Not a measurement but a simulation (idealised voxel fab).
voxel lift off: a process module
FYI the section here is cut, 140 nm wide, cells are 5 nm squares.
Reading order for cross-sections: top band down to bottom band. Underlying form: a grid of square cells. Band size: one or more rows of cells. Band: top and bottom heights (nm) first, top before bottom; then materials from left to right, widths in nm. "edge to edge" marks a sole material filling the band edge to edge. "air" denotes empty space. Counting heights begins at 0, where everything beneath is, in the wafer as received, one material. The lowest band has no bottom; it goes on downwards, as "0 and below" shows. Note: "30 to 40" means the width goes from the first number (top row of the band) to the second number (bottom row) in equal steps per row of cells. Key: "everything unchanged" - step with no changed cell in the cross-section. In "Closed-off voids" the enclosed voids are listed, meaning empty spaces of 8 cells or larger without any opening to the top. The form is width x height at distance, distance from the left edge, units nm. Note: text after step settings on the step line = simulator remark on that step. overlay nm: where the mask lay relative to plan, measured to the right, on steps with a mask; negatives go left.

PROCESS STEPS - PLAN
- 1: RECEIVE,material Si
- 2: CONFORMAL_DEP,material Al2O3,thk nm 5
- 3: PATTERN,tone open,mask id LINES,material resist,width nm 20,pitch nm 45,thk nm 20,overlay nm 0
- 4: DIRECTIONAL_DEP,material Ru,thk nm 5
- 5: STRIP,etch materials resist
- 6: CONFORMAL_DEP,material SiCN,thk nm 5

FIRST WAFER OF TWO (RUN AS PLANNED)

CROSS-SECTION, INCOMING MATERIAL, AFTER STEP 1
- 0 and below: Si edge to edge
- Closed-off voids: none

STEP 2 COMPLETE: CROSS-SECTION THROUGH THE WAFER
- 5 down to 0: Al2O3 edge to edge
- below 0: unchanged

STEP 3 COMPLETE: CROSS-SECTION THROUGH THE WAFER
- 25 down to 5: 15 nm resist  20 nm air  25 nm resist  20 nm air  25 nm resist  20 nm air  15 nm resist
- below 5: unchanged

STEP 4 COMPLETE: CROSS-SECTION THROUGH THE WAFER
- 30 down to 25: 15 nm Ru  20 nm air  25 nm Ru  20 nm air  25 nm Ru  20 nm air  15 nm Ru
- 25 down to 10: 15 nm resist  20 nm air  25 nm resist  20 nm air  25 nm resist  20 nm air  15 nm resist
- 10 down to 5: 15 nm resist  20 nm Ru  25 nm resist  20 nm Ru  25 nm resist  20 nm Ru  15 nm resist
- below 5: unchanged

STEP 5 COMPLETE: CROSS-SECTION THROUGH THE WAFER
- 10 down to 5: 15 nm air  20 nm Ru  25 nm air  20 nm Ru  25 nm air  20 nm Ru  15 nm air
- below 5: unchanged

STEP 6 COMPLETE: CROSS-SECTION THROUGH THE WAFER
- 15 down to 10: 10 nm air  30 nm SiCN  15 nm air  30 nm SiCN  15 nm air  30 nm SiCN  10 nm air
- 10 down to 5: 15 nm SiCN  20 nm Ru  25 nm SiCN  20 nm Ru  25 nm SiCN  20 nm Ru  15 nm SiCN
- below 5: unchanged

WAFER TWO. IDENTICAL START, IDENTICAL PLAN. ONE MISTAKE IN EXECUTION. IDENTICAL HISTORY THROUGH STEP 1

Second wafer at the planned finish of step 2, seen in cross-section: everything unchanged

SECOND WAFER AT THE PLANNED FINISH OF STEP 3, SEEN IN CROSS-SECTION
- 20 down to 0: 15 nm resist  20 nm air  25 nm resist  20 nm air  25 nm resist  20 nm air  15 nm resist
- below 0: unchanged

SECOND WAFER AT THE PLANNED FINISH OF STEP 4, SEEN IN CROSS-SECTION
- 25 down to 20: 15 nm Ru  20 nm air  25 nm Ru  20 nm air  25 nm Ru  20 nm air  15 nm Ru
- 20 down to 5: 15 nm resist  20 nm air  25 nm resist  20 nm air  25 nm resist  20 nm air  15 nm resist
- 5 down to 0: 15 nm resist  20 nm Ru  25 nm resist  20 nm Ru  25 nm resist  20 nm Ru  15 nm resist
- below 0: unchanged

SECOND WAFER AT THE PLANNED FINISH OF STEP 5, SEEN IN CROSS-SECTION
- 5 down to 0: 15 nm air  20 nm Ru  25 nm air  20 nm Ru  25 nm air  20 nm Ru  15 nm air
- below 0: unchanged

SECOND WAFER AT THE PLANNED FINISH OF STEP 6, SEEN IN CROSS-SECTION
- 10 down to 5: 10 nm air  30 nm SiCN  15 nm air  30 nm SiCN  15 nm air  30 nm SiCN  10 nm air
- 5 down to 0: 15 nm SiCN  20 nm Ru  25 nm SiCN  20 nm Ru  25 nm SiCN  20 nm Ru  15 nm SiCN
- below 0: unchanged
Which mistake was made when the wafer was run? step 2 of the plan did not run at all; it was left out
Per the end-of-run cell counts, the second wafer holds more or fewer of some materials than the first: -28 Al2O3
